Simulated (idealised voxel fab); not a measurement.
Presented below is a process module, voxel ribs on slabs.
It is cross-section cut that appears here, measuring 255 nm in width, its square cells being 5 nm in size.
Just so we're on the same page, the cross-sections are grids of square cells, and they're listed out in bands top to bottom, each band one or more rows deep.
Quick guide to a band line: top height, bottom height (nm) up front; then every material left to right with its width in nm. Only one material and it's marked "edge to edge"? Then it fills the band edge to edge. And "empty" just means empty space.
Zero point of the height axis is 0; under it, received wafer = one material. Lowest band: continues down indefinitely, "top 0, no bottom".
It should be noted that a width expressed as "30 to 40" varies in equal increments from row to row of cells within the band, taking the value of the first number at the top row and that of the second number at the bottom row.
Where a step carries "no alteration", the cross-section came out of it unchanged, cell for cell.
The list in "Closed void list" covers empty spaces of 8 cells or more that cannot reach the top through any open way, and it gives each as width x height at distance; the distance is from the left edge, and width, height and distance are in nm.
after a step's settings: what the simulator itself notes on the step
When a step includes a mask, the "overlay nm" setting on its line states how far to the right of its planned place that mask lay, and negative values state how far to the left.

### Listed below are the process steps as planned
- 1: RECEIVE (material Si)
- 2: DIRECTIONAL_DEP (material SiO2; thk nm 30)
- 3: DIRECTIONAL_DEP (material polySi; thk nm 25)
- 4: MASKED_ETCH (tone cover; mask id RIB; width nm 25; etch materials polySi; depth nm 15; overlay nm 0)
- 5: MASKED_ETCH (tone cover; mask id SLAB; width nm 65; etch materials polySi; depth nm 10; overlay nm 0)
- 6: FILL_DEP (material SiO2; thk nm 15)
- 7: CMP (height nm 65)
- 8: DIRECTIONAL_DEP (material TiN; thk nm 10)
- 9: PATTERN (tone cover; mask id HEATER; material resist; width nm 35; thk nm 15; overlay nm 0)
- 10: DIRECTIONAL_ETCH (etch materials TiN; depth nm 10)
- 11: STRIP (etch materials resist)
- 12: CONFORMAL_DEP (material SiO2; thk nm 5)
varied across the wafers: width nm of step 5. The plan shows the first wafer's value. All wafers start alike

### As received, i.e. after step 1: cross-section through the first of several wafers
top 0, no bottom  Si edge to edge
Closed void list: none

### first wafer at the end, after step 12
top 80, bottom 75  empty (105), SiO2 (45), empty (105)
top 75, bottom 70  empty (105), SiO2 (5), TiN (35), SiO2 (5), empty (105)
top 70, bottom 65  SiO2 (110), TiN (35), SiO2 (110)
top 65, bottom 55  SiO2 edge to edge
top 55, bottom 40  SiO2 (115), polySi (25), SiO2 (115)
top 40, bottom 30  SiO2 (95), polySi (65), SiO2 (95)
top 30, bottom 0  SiO2 edge to edge
top 0, no bottom  Si edge to edge
Closed void list: none

### Cross-section of the final wafer among several, taken at the end of the module
top 80, bottom 75  empty (105), SiO2 (45), empty (105)
top 75, bottom 70  empty (105), SiO2 (5), TiN (35), SiO2 (5), empty (105)
top 70, bottom 65  SiO2 (110), TiN (35), SiO2 (110)
top 65, bottom 55  SiO2 edge to edge
top 55, bottom 40  SiO2 (115), polySi (25), SiO2 (115)
top 40, bottom 30  SiO2 (85), polySi (90), SiO2 (80)
top 30, bottom 0  SiO2 edge to edge
top 0, no bottom  Si edge to edge
Closed void list: none

### Wafer rows, end of module: cells per material gained (+) or lost (-) since receipt; closed voids last
width nm 65, +677 SiO2, +14 TiN, +41 polySi, Closed void list: none
width nm 70, +675 SiO2, +14 TiN, +43 polySi, Closed void list: none
width nm 75, +673 SiO2, +14 TiN, +45 polySi, Closed void list: none
width nm 80, +671 SiO2, +14 TiN, +47 polySi, Closed void list: none
width nm 85, +669 SiO2, +14 TiN, +49 polySi, Closed void list: none
width nm 90, +667 SiO2, +14 TiN, +51 polySi, Closed void list: none
